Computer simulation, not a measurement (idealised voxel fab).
Module name: voxel released beams (process module)
cross-section cut | 220 nm wide | cells 5 nm
The cross-sections in this document take the form of a grid made of square cells. They are written out as bands, in order from top to bottom. Each band consists of one or more rows of cells. Within each band entry, the heights of the top and of the bottom of the band appear first, in that order and in nm; the materials of the band then follow from left to right, each with its corresponding width in nm. The designation "throughout" on a single material indicates that it fills the band from edge to edge; the designation "blank" indicates empty space. Height reference: 0 = level under which incoming wafer is all one material. Lowest band: no bottom, runs on downward, e.g. "0 nm and below". The notation "30->40" denotes a width that varies across the rows of cells in the band, beginning at the first number in the top row, finishing at the second number in the bottom row, and changing by an identical amount from each row to the next. You'll sometimes find "changes: none" written for a step, and that's the way of saying that nowhere in the cross-section did a cell change during that step. So "Closed cavity list" is basically the list of trapped voids: any empty space of 8 cells or more that can't reach the top through an opening. They're written width x height at distance, the distance being from the left edge, and it's all nm. The remark found on a step's line after its settings is issued by the simulator itself and pertains to that step. overlay nm: where the mask lay relative to plan, measured to the right, on steps with a mask; negatives go left.
# The steps planned for the process are as follows
1,RECEIVE,material Si
2,CONFORMAL_DEP,material SiN,thk nm 5
3,DIRECTIONAL_DEP,material SiO2,thk nm 15
4,DIRECTIONAL_DEP,material aC,thk nm 15
5,PATTERN,tone open,mask id ANCHOR,material resist,width nm 30,thk nm 30,overlay nm 0
6,DIRECTIONAL_ETCH,etch materials aC,depth nm 15
7,STRIP,etch materials resist
8,DIRECTIONAL_ETCH,etch materials SiO2,depth nm 15
9,STRIP,etch materials aC
10,CONFORMAL_DEP,material W,thk nm 10
11,DIRECTIONAL_DEP,material aC,thk nm 10
12,PATTERN,tone cover,mask id BEAM,material resist,width nm 105,thk nm 25,overlay nm 0
13,DIRECTIONAL_ETCH,etch materials aC,depth nm 10
14,STRIP,etch materials resist
15,DIRECTIONAL_ETCH,etch materials W,depth nm 10
16,STRIP,etch materials aC
17,STRIP,etch materials SiO2
# First of two wafers - as planned
# Received-state cross-section, reflecting completion of step 1
- 0 nm and below  Si throughout
- Closed cavity list: none
# So this is the wafer cross-section right after step 2
- 5 nm to 0 nm  SiN throughout
- Whatever lies below 0 is exactly as it was before.
# So this is the wafer cross-section right after step 3
- 20 nm to 5 nm  SiO2 throughout
- Whatever lies below 5 is exactly as it was before.
# So this is the wafer cross-section right after step 4
- 35 nm to 20 nm  aC throughout
- Whatever lies below 20 is exactly as it was before.
# So this is the wafer cross-section right after step 5
- 65 nm to 35 nm  60 nm resist, then 30 nm blank, then 130 nm resist
- Whatever lies below 35 is exactly as it was before.
# So this is the wafer cross-section right after step 6
- 50 nm to 35 nm  60 nm resist, then 30 nm blank, then 130 nm resist
- 35 nm to 20 nm  60 nm aC, then 30 nm blank, then 130 nm aC
- Whatever lies below 20 is exactly as it was before.
# So this is the wafer cross-section right after step 7
- 35 nm to 20 nm  60 nm aC, then 30 nm blank, then 130 nm aC
- Whatever lies below 20 is exactly as it was before.
# So this is the wafer cross-section right after step 8
- 35 nm to 20 nm  60 nm aC, then 30 nm blank, then 130 nm aC
- 20 nm to 5 nm  60 nm SiO2, then 30 nm blank, then 130 nm SiO2
- Whatever lies below 5 is exactly as it was before.
# So this is the wafer cross-section right after step 9
- 20 nm to 5 nm  60 nm SiO2, then 30 nm blank, then 130 nm SiO2
- Whatever lies below 5 is exactly as it was before.
# So this is the wafer cross-section right after step 10
- 30 nm to 20 nm  70 nm W, then 10 nm blank, then 140 nm W
- 20 nm to 15 nm  60 nm SiO2, then 10 nm W, then 10 nm blank, then 10 nm W, then 130 nm SiO2
- 15 nm to 5 nm  60 nm SiO2, then 30 nm W, then 130 nm SiO2
- Whatever lies below 5 is exactly as it was before.
# So this is the wafer cross-section right after step 11
- 40 nm to 30 nm  70 nm aC, then 10 nm blank, then 140 nm aC
- 30 nm to 25 nm  70 nm W, then 10 nm blank, then 140 nm W
- 25 nm to 20 nm  70 nm W, then 10 nm aC, then 140 nm W
- 20 nm to 15 nm  60 nm SiO2, then 10 nm W, then 10 nm aC, then 10 nm W, then 130 nm SiO2
- Whatever lies below 15 is exactly as it was before.
# So this is the wafer cross-section right after step 12
- 65 nm to 40 nm  55 nm blank, then 105 nm resist, then 60 nm blank
- 40 nm to 30 nm  70 nm aC, then 10 nm resist, then 140 nm aC
- 30 nm to 25 nm  70 nm W, then 10 nm resist, then 140 nm W
- Whatever lies below 25 is exactly as it was before.
# So this is the wafer cross-section right after step 13
- 55 nm to 40 nm  55 nm blank, then 105 nm resist, then 60 nm blank
- 40 nm to 30 nm  55 nm blank, then 15 nm aC, then 10 nm resist, then 80 nm aC, then 60 nm blank
- Whatever lies below 30 is exactly as it was before.
# So this is the wafer cross-section right after step 14
- 40 nm to 30 nm  55 nm blank, then 15 nm aC, then 10 nm blank, then 80 nm aC, then 60 nm blank
- 30 nm to 25 nm  70 nm W, then 10 nm blank, then 140 nm W
- Whatever lies below 25 is exactly as it was before.
# So this is the wafer cross-section right after step 15
- 40 nm to 30 nm  55 nm blank, then 15 nm aC, then 10 nm blank, then 80 nm aC, then 60 nm blank
- 30 nm to 25 nm  55 nm blank, then 15 nm W, then 10 nm blank, then 80 nm W, then 60 nm blank
- 25 nm to 20 nm  55 nm blank, then 15 nm W, then 10 nm aC, then 80 nm W, then 60 nm blank
- Whatever lies below 20 is exactly as it was before.
# So this is the wafer cross-section right after step 16
- 30 nm to 20 nm  55 nm blank, then 15 nm W, then 10 nm blank, then 80 nm W, then 60 nm blank
- 20 nm to 15 nm  60 nm SiO2, then 10 nm W, then 10 nm blank, then 10 nm W, then 130 nm SiO2
- Whatever lies below 15 is exactly as it was before.
# So this is the wafer cross-section right after step 17
- 30 nm to 20 nm  55 nm blank, then 15 nm W, then 10 nm blank, then 80 nm W, then 60 nm blank
- 20 nm to 15 nm  60 nm blank, then 10 nm W, then 10 nm blank, then 10 nm W, then 130 nm blank
- 15 nm to 5 nm  60 nm blank, then 30 nm W, then 130 nm blank
- Whatever lies below 5 is exactly as it was before.
# Second of two: same start, same plan, one run error; steps up to and including 1 match the first
# when step 2 should have ended
- 15 nm to 0 nm  SiO2 throughout
- Whatever lies below 0 is exactly as it was before.
# when step 3 should have ended
- 20 nm to 15 nm  SiN throughout
- Whatever lies below 15 is exactly as it was before.
# when step 4 should have ended
- 35 nm to 20 nm  aC throughout
- Whatever lies below 20 is exactly as it was before.
# when step 5 should have ended
- 65 nm to 35 nm  60 nm resist, then 30 nm blank, then 130 nm resist
- Whatever lies below 35 is exactly as it was before.
# when step 6 should have ended
- 50 nm to 35 nm  60 nm resist, then 30 nm blank, then 130 nm resist
- 35 nm to 20 nm  60 nm aC, then 30 nm blank, then 130 nm aC
- Whatever lies below 20 is exactly as it was before.
# when step 7 should have ended
- 35 nm to 20 nm  60 nm aC, then 30 nm blank, then 130 nm aC
- Whatever lies below 20 is exactly as it was before.
when step 8 should have ended: changes: none
# when step 9 should have ended
- 20 nm to 15 nm  SiN throughout
- Whatever lies below 15 is exactly as it was before.
# when step 10 should have ended
- 30 nm to 20 nm  W throughout
- Whatever lies below 20 is exactly as it was before.
# when step 11 should have ended
- 40 nm to 30 nm  aC throughout
- Whatever lies below 30 is exactly as it was before.
# when step 12 should have ended
- 65 nm to 40 nm  55 nm blank, then 105 nm resist, then 60 nm blank
- Whatever lies below 40 is exactly as it was before.
# when step 13 should have ended
- 55 nm to 40 nm  55 nm blank, then 105 nm resist, then 60 nm blank
- 40 nm to 30 nm  55 nm blank, then 105 nm aC, then 60 nm blank
- Whatever lies below 30 is exactly as it was before.
# when step 14 should have ended
- 40 nm to 30 nm  55 nm blank, then 105 nm aC, then 60 nm blank
- Whatever lies below 30 is exactly as it was before.
# when step 15 should have ended
- 40 nm to 30 nm  55 nm blank, then 105 nm aC, then 60 nm blank
- 30 nm to 20 nm  55 nm blank, then 105 nm W, then 60 nm blank
- Whatever lies below 20 is exactly as it was before.
# when step 16 should have ended
- 30 nm to 20 nm  55 nm blank, then 105 nm W, then 60 nm blank
- Whatever lies below 20 is exactly as it was before.
when step 17 should have ended: changes: none
Heads up, the wafer didn't run the way we planned it: plan steps 2 and 3 run swapped
FYI, end of process, the second wafer has more or fewer cells of some materials than the first: +132 SiO2; -12 W
